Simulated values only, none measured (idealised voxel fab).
Module name: voxel self aligned contacts (process module)
It is cross-section cut that appears here, measuring 180 nm in width, its square cells being 5 nm in size.
The cross-sections in this document take the form of a grid made of square cells. They are written out as bands, in order from top to bottom. Each band consists of one or more rows of cells. A band entry consists of two parts. The first gives the height of the band's top and the height of its bottom, in nm. The rest lists the band's materials from left to right, each with its width in nm. A single material labelled with the word "throughout" fills the band from edge to edge, and the word "empty" marks empty space. Heights are expressed relative to 0, this being the level below which the as-received wafer comprises one material exclusively. The lowest band is unbounded in the downward direction and is denoted as in "0 nm and below". A width such as "30..40" changes by the same amount from each row of cells to the next, from the band's top row to its bottom row. The cross-section has no changed cell in any step marked "remained the same". In "Voids, enclosed" the enclosed voids are listed, meaning empty spaces of 8 cells or larger without any opening to the top. The form is width x height at distance, distance from the left edge, units nm. Formally, on a step line, whatever follows the settings is a remark that the simulator itself makes on the step. The line of a step may include "overlay nm". On a step with a mask, this value is how far to the right of its planned place the mask lay. A negative value means the mask lay to the left.

### The steps planned for the process are as follows
1) RECEIVE (material Si)
2) CONFORMAL_DEP (material SiO2; thk nm 5)
3) DIRECTIONAL_DEP (material polySi; thk nm 30)
4) DIRECTIONAL_DEP (material SiN; thk nm 25)
5) PATTERN (tone cover; mask id GATE; material resist; width nm 25; pitch nm 65; thk nm 15; overlay nm 0)
6) DIRECTIONAL_ETCH (etch materials SiN; depth nm 25)
7) DIRECTIONAL_ETCH (etch materials polySi; depth nm 30)
8) STRIP (etch materials resist)
9) CONFORMAL_DEP (material SiN; thk nm 10)
10) DIRECTIONAL_ETCH (etch materials SiN; depth nm 10)
11) FILL_DEP (material SiO2; thk nm 10)
12) CMP (height nm 65)
13) PATTERN (tone open; mask id CONTACT; material resist; width nm 50; thk nm 15; overlay nm -15)
14) DIRECTIONAL_ETCH (etch materials SiO2; depth nm 65)
15) STRIP (etch materials resist)
16) CONFORMAL_DEP (material TiN; thk nm 5)
17) FILL_DEP (material W; thk nm 10)
18) CMP (height nm 65)
19) CONFORMAL_DEP (material SiN; thk nm 5)
What sets these wafers apart? The overlay nm at step 13. They all start alike, and the plan carries the first wafer's value.

### Cross-section of the first of several received wafers, showing its state after step 1
> 0 nm and below  Si throughout
> Voids, enclosed: none

### Quick look at the cross-section of the first of several wafers after step 19, which wraps up the module
> 70 nm to 65 nm  SiN throughout
> 65 nm to 60 nm  SiO2: 50 | TiN: 35 | W: 10 | TiN: 5 | SiO2: 80
> 60 nm to 35 nm  SiO2: 35 | SiN: 45 | TiN: 5 | W: 10 | TiN: 5 | SiN: 45 | SiO2: 35
> 35 nm to 5 nm  SiO2: 35 | SiN: 10 | polySi: 25 | SiN: 10 | TiN: 5 | W: 10 | TiN: 5 | SiN: 10 | polySi: 25 | SiN: 10 | SiO2: 35
> 5 nm to 0 nm  SiO2: 80 | TiN: 20 | SiO2: 80
> 0 nm and below  Si throughout
> Voids, enclosed: none

### Last wafer x-sec, end of module
> 70 nm to 65 nm  SiN throughout
> 65 nm to 60 nm  SiO2: 80 | TiN: 5 | W: 10 | TiN: 35 | SiO2: 50
> 60 nm to 35 nm  SiO2: 35 | SiN: 45 | TiN: 5 | W: 10 | TiN: 5 | SiN: 45 | SiO2: 35
> 35 nm to 5 nm  SiO2: 35 | SiN: 10 | polySi: 25 | SiN: 10 | TiN: 5 | W: 10 | TiN: 5 | SiN: 10 | polySi: 25 | SiN: 10 | SiO2: 35
> 5 nm to 0 nm  SiO2: 80 | TiN: 20 | SiO2: 80
> 0 nm and below  Si throughout
> Voids, enclosed: none

### Table: wafers, a row each; end-of-module cell change per material since receipt, gain (+), loss (-); then closed voids
overlay nm -15; +174 SiN; +212 SiO2; +34 TiN; +24 W; +60 polySi; Voids, enclosed: none
overlay nm -10; +174 SiN; +212 SiO2; +34 TiN; +24 W; +60 polySi; Voids, enclosed: none
overlay nm -5; +174 SiN; +212 SiO2; +34 TiN; +24 W; +60 polySi; Voids, enclosed: none
overlay nm 0; +174 SiN; +212 SiO2; +34 TiN; +24 W; +60 polySi; Voids, enclosed: none
overlay nm 5; +174 SiN; +212 SiO2; +34 TiN; +24 W; +60 polySi; Voids, enclosed: none
overlay nm 10; +174 SiN; +212 SiO2; +34 TiN; +24 W; +60 polySi; Voids, enclosed: none
overlay nm 15; +174 SiN; +212 SiO2; +34 TiN; +24 W; +60 polySi; Voids, enclosed: none
